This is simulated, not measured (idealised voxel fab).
This is a process module. Its name is voxel trench capacitor.
Xsec cut, 265 nm wide, square cell size 5 nm.
Cross-sections here: square-cell grids, written as top-down lists of bands, a band being one or more rows of cells. Within each band entry, the heights of the top and of the bottom of the band appear first, in that order and in nm; the materials of the band then follow from left to right, each with its corresponding width in nm. The designation "everywhere" on a single material indicates that it fills the band from edge to edge; the designation "air" indicates empty space. For the purposes of this specification, 0 denotes the height below which the wafer in its as-received condition is composed wholly of one material, and the lowermost band, lacking a lower limit, extends downward without end, as expressed in "0 nm and below". Top row gets the first number, bottom row gets the second, and each row in between changes by the same step: that is how a band width like "30->40" works. Take "everything unchanged" at face value: in the step it is given for, the cross-section changed in none of its cells. The entry "Completely sealed voids" lists the empty spaces that cover at least 8 cells and have no open path to the top. Each is written as width x height at distance, where the distance is measured from the left edge and all three values are in nm. Anything after a step's settings on that line? It's the simulator's own note about the step. What "overlay nm" on a step's line means: if the step has a mask, that mask lay this far to the right of its planned place, or, when the value is negative, to the left.
[Steps planned for the process]
1) RECEIVE (material Si)
2) CONFORMAL_DEP (material SiN; thk nm 10)
3) PATTERN (tone open; mask id TRENCH; material resist; width nm 30; pitch nm 45; thk nm 15; overlay nm 0)
4) DIRECTIONAL_ETCH (etch materials SiN; depth nm 10)
5) DIRECTIONAL_ETCH (etch materials Si; depth nm 40)
6) STRIP (etch materials resist)
7) CONFORMAL_DEP (material HfO2; thk nm 5)
8) CONFORMAL_DEP (material TiN; thk nm 5)
9) FILL_DEP (material W; thk nm 5)
10) CMP (height nm 10)
[as received, after step 1]
	0 nm and below | Si everywhere
	Completely sealed voids: none
[a wafer at the end: this start, this plan, one mistake]
	10 nm to 0 nm | SiN=70 | HfO2=5 | TiN=5 | W=10 | TiN=5 | HfO2=5 | SiN=15 | HfO2=5 | TiN=5 | W=10 | TiN=5 | HfO2=5 | SiN=15 | HfO2=5 | TiN=5 | W=10 | TiN=5 | HfO2=5 | SiN=75
	0 nm to -70 nm | Si=70 | HfO2=5 | TiN=5 | W=10 | TiN=5 | HfO2=5 | Si=15 | HfO2=5 | TiN=5 | W=10 | TiN=5 | HfO2=5 | Si=15 | HfO2=5 | TiN=5 | W=10 | TiN=5 | HfO2=5 | Si=75
	-70 nm to -75 nm | Si=70 | HfO2=5 | TiN=20 | HfO2=5 | Si=15 | HfO2=5 | TiN=20 | HfO2=5 | Si=15 | HfO2=5 | TiN=20 | HfO2=5 | Si=75
	-75 nm to -80 nm | Si=70 | HfO2=30 | Si=15 | HfO2=30 | Si=15 | HfO2=30 | Si=75
	-80 nm and below | Si everywhere
	Completely sealed voids: none
Where did the run depart from the plan? step 5 from the plan got run twice
